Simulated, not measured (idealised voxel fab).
Process module name: voxel spacer lines
Shown is cross-section cut, with a width of 220 nm and square cells of size 5 nm.
Cross-sections here: square-cell grids, written as top-down lists of bands, a band being one or more rows of cells.
The entry gives the band's vertical extent as a top height and a bottom height in nm, then its horizontal make-up as materials from left to right, each with a width in nm. "air" stands for empty space; a single material marked "all across" fills the band edge to edge.
The reference from which all heights are counted is 0, the level beneath which the as-received wafer is entirely one material; the lowest band, having no lower bound, proceeds downward and is written after the example "0..down".
A width such as "30 to 40" changes by the same amount from each row of cells to the next, from the band's top row to its bottom row.
Reading "remains unaltered" for a step: not a cell of the cross-section changed in it.
Each empty space that has no open way to the top and spans at least 8 cells appears under "Fully sealed voids" as width x height at distance, the distance counted from the left edge, all in nm.
after a step's settings: what the simulator itself notes on the step
What "overlay nm" on a step's line means: if the step has a mask, that mask lay this far to the right of its planned place, or, when the value is negative, to the left.

Here's what the planned process steps look like
1,RECEIVE (material Si)
2,CONFORMAL_DEP (material Al2O3; thk nm 5)
3,DIRECTIONAL_DEP (material SiN; thk nm 15)
4,DIRECTIONAL_DEP (material polySi; thk nm 25)
5,PATTERN (tone cover; mask id MANDREL; material resist; width nm 20; pitch nm 70; thk nm 35; overlay nm 0)
6,DIRECTIONAL_ETCH (etch materials polySi; depth nm 25)
7,STRIP (etch materials resist)
8,CONFORMAL_DEP (material SiO2; thk nm 15)
9,DIRECTIONAL_ETCH (etch materials SiO2; depth nm 5)
10,STRIP (etch materials polySi)
11,DIRECTIONAL_ETCH (etch materials SiN; depth nm 15)
12,STRIP (etch materials SiO2)
13,FILL_DEP (material lowk; thk nm 10)
14,CMP (height nm 20)
Same starting wafers, different depth nm at step 9. Plan value belongs to the first wafer.

As-received state after step 1, first of several wafers, cross-section
0..down  Si all across
Fully sealed voids: none

Cross-section of the first of several wafers once the module has run through its last step, step 14
20..5  SiN all across
5..0  Al2O3 all across
0..down  Si all across
Fully sealed voids: none

Cross-sectional view, end of module, last wafer of several
20..5  lowk: 50, then SiN: 15, then lowk: 20, then SiN: 15, then lowk: 20, then SiN: 15, then lowk: 20, then SiN: 15, then lowk: 50
5..0  Al2O3 all across
0..down  Si all across
Fully sealed voids: none

The table below has one row for each wafer; a row shows, as of the end of the module, how many cells of each material the wafer has gained, marked (+), or lost, marked (-), since it was received, and then the wafer's closed voids
depth nm 5; +44 Al2O3; +132 SiN; Fully sealed voids: none
depth nm 10; +44 Al2O3; +132 SiN; Fully sealed voids: none
depth nm 15; +44 Al2O3; +36 SiN; +96 lowk; Fully sealed voids: none
depth nm 20; +44 Al2O3; +36 SiN; +96 lowk; Fully sealed voids: none
depth nm 25; +44 Al2O3; +36 SiN; +96 lowk; Fully sealed voids: none
depth nm 30; +44 Al2O3; +36 SiN; +96 lowk; Fully sealed voids: none
